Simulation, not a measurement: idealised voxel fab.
You're looking at the process module voxel air gaps.
The figure presents cross-section cut, which has a width of 295 nm and is divided into square cells with an edge length of 5 nm.
When this document writes out a cross-section, it uses a grid of square cells and lists it as bands, beginning at the top and moving down, with a band standing for one or more rows of cells. Band: top and bottom heights (nm) first, top before bottom; then materials from left to right, widths in nm. "all across" marks a sole material filling the band edge to edge. "air" denotes empty space. Below 0: as-received wafer, all one material; heights counted from there. Lowest band: no bottom, goes on down, written "top 0, no bottom". Width: "30->40" (first number = top row, second number = bottom row, same change from row to row of cells). Key: "everything unchanged" - step with no changed cell in the cross-section. The list in "Closed cavity list" covers empty spaces of 8 cells or more that cannot reach the top through any open way, and it gives each as width x height at distance; the distance is from the left edge, and width, height and distance are in nm. Post-settings text on a step line: simulator's own remark regarding the step. overlay nm, on a step with a mask: how far to the right of its planned place the mask lay; to the left if negative.

List of planned process steps
- 1: RECEIVE: material Si
- 2: CONFORMAL_DEP: material SiO2, thk nm 10
- 3: CONFORMAL_DEP: material SiCN, thk nm 5
- 4: DIRECTIONAL_DEP: material SiO2, thk nm 30
- 5: PATTERN: tone open, mask id LINES, material resist, width nm 25, pitch nm 55, thk nm 15, overlay nm 0
- 6: DIRECTIONAL_ETCH: etch materials SiO2, depth nm 30
- 7: STRIP: etch materials resist
- 8: CONFORMAL_DEP: material TiN, thk nm 5
- 9: FILL_DEP: material Ru, thk nm 5
- 10: CMP: height nm 45
- 11: EPI: material Ru, thk nm 10
- 12: SELECTIVE_ETCH: etch materials SiO2, depth nm 40
- 13: CONFORMAL_DEP: material SiCN, thk nm 5

First wafer, two in total, run as planned

Wafer as received: cross-section following step 1
> top 0, no bottom | Si all across
> Closed cavity list: none

Wafer after step 2 (cross-section)
> top 10, bottom 0 | SiO2 all across
> Under the height 0 nothing was changed.

Wafer after step 3 (cross-section)
> top 15, bottom 10 | SiCN all across
> Under the height 10 nothing was changed.

Wafer after step 4 (cross-section)
> top 45, bottom 15 | SiO2 all across
> Under the height 15 nothing was changed.

Wafer after step 5 (cross-section)
> top 60, bottom 45 | resist (50); air (25); resist (30); air (25); resist (30); air (25); resist (30); air (25); resist (55)
> Under the height 45 nothing was changed.

Wafer after step 6 (cross-section)
> top 60, bottom 45 | resist (50); air (25); resist (30); air (25); resist (30); air (25); resist (30); air (25); resist (55)
> top 45, bottom 15 | SiO2 (50); air (25); SiO2 (30); air (25); SiO2 (30); air (25); SiO2 (30); air (25); SiO2 (55)
> Under the height 15 nothing was changed.

Wafer after step 7 (cross-section)
> top 45, bottom 15 | SiO2 (50); air (25); SiO2 (30); air (25); SiO2 (30); air (25); SiO2 (30); air (25); SiO2 (55)
> Under the height 15 nothing was changed.

Wafer after step 8 (cross-section)
> top 50, bottom 45 | TiN (55); air (15); TiN (40); air (15); TiN (40); air (15); TiN (40); air (15); TiN (60)
> top 45, bottom 20 | SiO2 (50); TiN (5); air (15); TiN (5); SiO2 (30); TiN (5); air (15); TiN (5); SiO2 (30); TiN (5); air (15); TiN (5); SiO2 (30); TiN (5); air (15); TiN (5); SiO2 (55)
> top 20, bottom 15 | SiO2 (50); TiN (25); SiO2 (30); TiN (25); SiO2 (30); TiN (25); SiO2 (30); TiN (25); SiO2 (55)
> Under the height 15 nothing was changed.

Wafer after step 9 (cross-section)
> top 55, bottom 50 | Ru all across
> top 50, bottom 45 | TiN (55); Ru (15); TiN (40); Ru (15); TiN (40); Ru (15); TiN (40); Ru (15); TiN (60)
> top 45, bottom 20 | SiO2 (50); TiN (5); Ru (15); TiN (5); SiO2 (30); TiN (5); Ru (15); TiN (5); SiO2 (30); TiN (5); Ru (15); TiN (5); SiO2 (30); TiN (5); Ru (15); TiN (5); SiO2 (55)
> Under the height 20 nothing was changed.

Wafer after step 10 (cross-section)
> top 45, bottom 20 | SiO2 (50); TiN (5); Ru (15); TiN (5); SiO2 (30); TiN (5); Ru (15); TiN (5); SiO2 (30); TiN (5); Ru (15); TiN (5); SiO2 (30); TiN (5); Ru (15); TiN (5); SiO2 (55)
> Under the height 20 nothing was changed.

Wafer after step 11 (cross-section)
> top 55, bottom 45 | air (40); Ru (45); air (10); Ru (45); air (10); Ru (45); air (10); Ru (45); air (45)
> Under the height 45 nothing was changed.

Wafer after step 12 (cross-section)
> top 55, bottom 45 | air (40); Ru (45); air (10); Ru (45); air (10); Ru (45); air (10); Ru (45); air (45)
> top 45, bottom 20 | air (50); TiN (5); Ru (15); TiN (5); air (30); TiN (5); Ru (15); TiN (5); air (30); TiN (5); Ru (15); TiN (5); air (30); TiN (5); Ru (15); TiN (5); air (55)
> top 20, bottom 15 | air (50); TiN (25); air (30); TiN (25); air (30); TiN (25); air (30); TiN (25); air (55)
> Under the height 15 nothing was changed.

Wafer after step 13 (cross-section)
> top 60, bottom 55 | air (35); SiCN (220); air (40)
> top 55, bottom 45 | air (35); SiCN (5); Ru (45); SiCN (10); Ru (45); SiCN (10); Ru (45); SiCN (10); Ru (45); SiCN (5); air (40)
> top 45, bottom 40 | air (35); SiCN (15); TiN (5); Ru (15); TiN (5); SiCN (30); TiN (5); Ru (15); TiN (5); SiCN (30); TiN (5); Ru (15); TiN (5); SiCN (30); TiN (5); Ru (15); TiN (5); SiCN (15); air (40)
> top 40, bottom 20 | air (45); SiCN (5); TiN (5); Ru (15); TiN (5); SiCN (5); air (20); SiCN (5); TiN (5); Ru (15); TiN (5); SiCN (5); air (20); SiCN (5); TiN (5); Ru (15); TiN (5); SiCN (5); air (20); SiCN (5); TiN (5); Ru (15); TiN (5); SiCN (5); air (50)
> top 20, bottom 15 | SiCN (50); TiN (25); SiCN (30); TiN (25); SiCN (30); TiN (25); SiCN (30); TiN (25); SiCN (55)
> Under the height 15 nothing was changed.
> Closed cavity list: 20 x 20 at 80; 20 x 20 at 135; 20 x 20 at 190

Wafer two. Same start, same plan, one slip in execution. Same as wafer one through step 4, inclusive

Cross-section of the second wafer at the time step 5 of the plan should have ended
> top 60, bottom 45 | resist (40); air (25); resist (30); air (25); resist (30); air (25); resist (30); air (25); resist (65)
> Under the height 45 nothing was changed.

Cross-section of the second wafer at the time step 6 of the plan should have ended
> top 60, bottom 45 | resist (40); air (25); resist (30); air (25); resist (30); air (25); resist (30); air (25); resist (65)
> top 45, bottom 15 | SiO2 (40); air (25); SiO2 (30); air (25); SiO2 (30); air (25); SiO2 (30); air (25); SiO2 (65)
> Under the height 15 nothing was changed.

Cross-section of the second wafer at the time step 7 of the plan should have ended
> top 45, bottom 15 | SiO2 (40); air (25); SiO2 (30); air (25); SiO2 (30); air (25); SiO2 (30); air (25); SiO2 (65)
> Under the height 15 nothing was changed.

Cross-section of the second wafer at the time step 8 of the plan should have ended
> top 50, bottom 45 | TiN (45); air (15); TiN (40); air (15); TiN (40); air (15); TiN (40); air (15); TiN (70)
> top 45, bottom 20 | SiO2 (40); TiN (5); air (15); TiN (5); SiO2 (30); TiN (5); air (15); TiN (5); SiO2 (30); TiN (5); air (15); TiN (5); SiO2 (30); TiN (5); air (15); TiN (5); SiO2 (65)
> top 20, bottom 15 | SiO2 (40); TiN (25); SiO2 (30); TiN (25); SiO2 (30); TiN (25); SiO2 (30); TiN (25); SiO2 (65)
> Under the height 15 nothing was changed.

Cross-section of the second wafer at the time step 9 of the plan should have ended
> top 55, bottom 50 | Ru all across
> top 50, bottom 45 | TiN (45); Ru (15); TiN (40); Ru (15); TiN (40); Ru (15); TiN (40); Ru (15); TiN (70)
> top 45, bottom 20 | SiO2 (40); TiN (5); Ru (15); TiN (5); SiO2 (30); TiN (5); Ru (15); TiN (5); SiO2 (30); TiN (5); Ru (15); TiN (5); SiO2 (30); TiN (5); Ru (15); TiN (5); SiO2 (65)
> Under the height 20 nothing was changed.

Cross-section of the second wafer at the time step 10 of the plan should have ended
> top 45, bottom 20 | SiO2 (40); TiN (5); Ru (15); TiN (5); SiO2 (30); TiN (5); Ru (15); TiN (5); SiO2 (30); TiN (5); Ru (15); TiN (5); SiO2 (30); TiN (5); Ru (15); TiN (5); SiO2 (65)
> Under the height 20 nothing was changed.

Cross-section of the second wafer at the time step 11 of the plan should have ended
> top 55, bottom 45 | air (30); Ru (45); air (10); Ru (45); air (10); Ru (45); air (10); Ru (45); air (55)
> Under the height 45 nothing was changed.

Cross-section of the second wafer at the time step 12 of the plan should have ended
> top 55, bottom 45 | air (30); Ru (45); air (10); Ru (45); air (10); Ru (45); air (10); Ru (45); air (55)
> top 45, bottom 20 | air (40); TiN (5); Ru (15); TiN (5); air (30); TiN (5); Ru (15); TiN (5); air (30); TiN (5); Ru (15); TiN (5); air (30); TiN (5); Ru (15); TiN (5); air (65)
> top 20, bottom 15 | air (40); TiN (25); air (30); TiN (25); air (30); TiN (25); air (30); TiN (25); air (65)
> Under the height 15 nothing was changed.

Cross-section of the second wafer at the time step 13 of the plan should have ended
> top 60, bottom 55 | air (25); SiCN (220); air (50)
> top 55, bottom 45 | air (25); SiCN (5); Ru (45); SiCN (10); Ru (45); SiCN (10); Ru (45); SiCN (10); Ru (45); SiCN (5); air (50)
> top 45, bottom 40 | air (25); SiCN (15); TiN (5); Ru (15); TiN (5); SiCN (30); TiN (5); Ru (15); TiN (5); SiCN (30); TiN (5); Ru (15); TiN (5); SiCN (30); TiN (5); Ru (15); TiN (5); SiCN (15); air (50)
> top 40, bottom 20 | air (35); SiCN (5); TiN (5); Ru (15); TiN (5); SiCN (5); air (20); SiCN (5); TiN (5); Ru (15); TiN (5); SiCN (5); air (20); SiCN (5); TiN (5); Ru (15); TiN (5); SiCN (5); air (20); SiCN (5); TiN (5); Ru (15); TiN (5); SiCN (5); air (60)
> top 20, bottom 15 | SiCN (40); TiN (25); SiCN (30); TiN (25); SiCN (30); TiN (25); SiCN (30); TiN (25); SiCN (65)
> Under the height 15 nothing was changed.
> Closed cavity list: 20 x 20 at 70; 20 x 20 at 125; 20 x 20 at 180
Against the plan, the run slipped here: step 5 was not run as planned; what actually ran was PATTERN: tone open, mask id LINES, material resist, width nm 25, pitch nm 55, thk nm 15, overlay nm -10
Same inventory, different map: at the end, the second wafer holds as many cells of each material as the first, placed elsewhere.
